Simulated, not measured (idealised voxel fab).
voxel transistor to metal: a process module
The width of the displayed cross-section, cut, is 205 nm; its cells are square, with a size of 5 nm.
Think of the cross-section as a grid of square cells. We describe it in bands, top to bottom, and each band covers one or more rows of those cells. Read a band's entry like this: the first values are the height of its top and the height of its bottom in nm, and what follows is the sequence of materials from left to right, each with its width in nm. Note that "air" is empty space, and that a single material marked "full width" reaches across the band from edge to edge. Heads up on the height convention: 0 is the point under which the incoming wafer is all one material, and the lowest band has no bottom, it just keeps going down, like "from 0 down". Width "30 to 40": first value at the band's top row of cells, second value at its bottom row, equal change from row to row. Step marked "no modifications"? Then no cell in the cross-section changed in it. The entry "Closed void table" lists the empty spaces that cover at least 8 cells and have no open path to the top. Each is written as width x height at distance, where the distance is measured from the left edge and all three values are in nm. Text after the settings on a step's line: the simulator's own remark on that step. overlay nm: mask offset rightward from planned place, masked step; negative means leftward offset.
plan
1. RECEIVE | material Si
2. OXIDIZE | depth nm 5
3. CONFORMAL_DEP | material SiN | thk nm 15
4. MASKED_ETCH | tone cover | mask id ACTIVE | width nm 110 | etch materials SiN | depth nm 15 | overlay nm 0
5. MASKED_ETCH | tone cover | mask id ACTIVE | width nm 110 | etch materials SiO2 | depth nm 5 | overlay nm 0
6. MASKED_ETCH | tone cover | mask id ACTIVE | width nm 110 | etch materials Si | depth nm 25 | overlay nm 0
7. FILL_DEP | material SiO2 | thk nm 10
8. CMP | height nm 15
9. SELECTIVE_ETCH | etch materials SiO2 | depth nm 5
10. STRIP | etch materials SiN
11. SELECTIVE_ETCH | etch materials SiO2 | depth nm 5
12. OXIDIZE | depth nm 5
13. DIRECTIONAL_DEP | material polySi | thk nm 25
14. DIRECTIONAL_DEP | material SiCN | thk nm 10
15. PATTERN | tone cover | mask id GATE | material resist | width nm 30 | thk nm 20 | overlay nm 0
16. DIRECTIONAL_ETCH | etch materials SiCN | depth nm 20
17. DIRECTIONAL_ETCH | etch materials polySi | depth nm 35
18. STRIP | etch materials resist
19. CONFORMAL_DEP | material SiO2 | thk nm 5
20. DIRECTIONAL_ETCH | etch materials SiO2 | depth nm 5
21. CONFORMAL_DEP | material SiN | thk nm 10
22. DIRECTIONAL_ETCH | etch materials SiN | depth nm 10
23. DIRECTIONAL_ETCH | etch materials SiO2 | depth nm 5
24. DIRECTIONAL_ETCH | etch materials Si | depth nm 5
25. EPI | material nSi | thk nm 5
26. FILL_DEP | material SiO2 | thk nm 5
27. CMP | height nm 20
28. STRIP | etch materials polySi
29. SELECTIVE_ETCH | etch materials SiO2 | depth nm 5
30. CONFORMAL_DEP | material HfO2 | thk nm 5
31. CONFORMAL_DEP | material TiN | thk nm 5
32. FILL_DEP | material W | thk nm 5
33. CMP | height nm 15
34. DIRECTIONAL_DEP | material SiO2 | thk nm 15
35. MASKED_ETCH | tone open | mask id CONTACT | width nm 20 | pitch nm 80 | etch materials SiO2 | depth nm 40 | overlay nm 0
36. CONFORMAL_DEP | material TiN | thk nm 5
37. FILL_DEP | material W | thk nm 5
38. CMP | height nm 30
39. DIRECTIONAL_DEP | material TiN | thk nm 5
40. DIRECTIONAL_DEP | material Ru | thk nm 15
41. PATTERN | tone cover | mask id METAL_1 | material resist | width nm 20 | pitch nm 80 | thk nm 15 | overlay nm 0
42. DIRECTIONAL_ETCH | etch materials Ru | depth nm 15
43. DIRECTIONAL_ETCH | etch materials TiN | depth nm 5
44. STRIP | etch materials resist
45. CONFORMAL_DEP | material SiCN | thk nm 5
46. FILL_DEP | material SiO2 | thk nm 10
47. CMP | height nm 50
48. CONFORMAL_DEP | material SiN | thk nm 5
Incoming wafer in cross-section (state: after step 1)
> from 0 down  Si full width
> Closed void table: none
Module complete, cross-section. Starting point and plan per above. One mistake made in running the module
> from 55 to 50  SiN full width
> from 50 to 35  SiO2=45, SiCN=5, Ru=20, SiCN=5, SiO2=50, SiCN=5, Ru=20, SiCN=5, SiO2=50
> from 35 to 30  SiCN=50, TiN=20, SiCN=60, TiN=20, SiCN=55
> from 30 to 15  SiO2=50, TiN=5, W=10, TiN=5, SiO2=60, TiN=5, W=10, TiN=5, SiO2=55
> from 15 to 0  SiO2=50, TiN=5, W=10, TiN=5, SiO2=10, HfO2=5, TiN=5, W=20, TiN=5, HfO2=5, SiO2=10, TiN=5, W=10, TiN=5, SiO2=55
> from 0 to -5  SiO2=50, TiN=5, W=10, TiN=5, SiO2=10, HfO2=5, TiN=30, HfO2=5, SiO2=10, TiN=5, W=10, TiN=5, SiO2=55
> from -5 to -10  SiO2=50, TiN=20, SiO2=5, nSi=5, HfO2=40, nSi=5, SiO2=5, TiN=20, SiO2=55
> from -10 to -15  SiO2=45, nSi=35, Si=40, nSi=35, SiO2=50
> from -15 to -30  SiO2=45, Si=110, SiO2=50
> from -30 down  Si full width
> Closed void table: none
What was the processing mistake? skipped: plan step 21 (never run)
